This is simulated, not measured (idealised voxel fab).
process module | voxel released beams
cross-section cut | 225 nm wide | cells 5 nm
A cross-section is a grid of square cells, given in bands from the top down. A band is one or more rows of cells.
Each band's line starts with the height of the band's top and of its bottom, in nm. Then come its materials from left to right, each with its width in nm. One material with "throughout" fills the band from edge to edge. "air" is empty space.
Height 0 is the level under which the wafer as received is all one material. The lowest band goes on downwards, as in "0 down".
A width such as "30 to 40" changes by the same amount from each row of cells to the next, from the band's top row to its bottom row.
"no change" after a step means that no cell of the cross-section changed.
closed voids: empty space of 8 cells or more with no open way to the top, each as width x height at its distance from the left edge, in nm
after a step's settings: what the simulator itself notes on the step
overlay nm, on a step with a mask: how far to the right of its planned place the mask lay; to the left if negative
plan
1 op RECEIVE | material Si
2 op CONFORMAL_DEP | material Al2O3 | thk nm 10
3 op DIRECTIONAL_DEP | material SiO2 | thk nm 20
4 op DIRECTIONAL_DEP | material aC | thk nm 15
5 op PATTERN | tone open | mask id ANCHOR | material resist | width nm 45 | thk nm 35 | overlay nm 0
6 op DIRECTIONAL_ETCH | etch materials aC | depth nm 15
7 op STRIP | etch materials resist
8 op DIRECTIONAL_ETCH | etch materials SiO2 | depth nm 10
9 op STRIP | etch materials aC
10 op CONFORMAL_DEP | material polySi | thk nm 15
11 op PATTERN | tone cover | mask id BEAM | material resist | width nm 120 | thk nm 20 | overlay nm 0
12 op DIRECTIONAL_ETCH | etch materials polySi | depth nm 15
13 op STRIP | etch materials resist
14 op STRIP | etch materials SiO2
varied across the wafers: depth nm of step 8. The plan shows the first wafer's value. All wafers start alike
first wafer as received, after step 1
  0 down: Si throughout
  closed voids: none
first wafer at the end, after step 14
  10 to 0: Al2O3 throughout
  0 down: Si throughout
  closed voids: none
last wafer at the end
  45 to 30: air 50 | polySi 20 | air 15 | polySi 85 | air 55
  30 to 25: air 55 | polySi 15 | air 15 | polySi 15 | air 125
  25 to 10: air 55 | polySi 45 | air 125
  10 to 0: Al2O3 throughout
  0 down: Si throughout
  closed voids: none
each wafer at the end: cells of each material gained (+) or lost (-) since it was received, then its closed voids
depth nm 10 | +90 Al2O3 | closed voids: none
depth nm 15 | +90 Al2O3 | closed voids: none
depth nm 20 | +90 Al2O3 | +96 polySi | closed voids: none
depth nm 25 | +90 Al2O3 | +96 polySi | closed voids: none
depth nm 30 | +90 Al2O3 | +96 polySi | closed voids: none
depth nm 35 | +90 Al2O3 | +96 polySi | closed voids: none
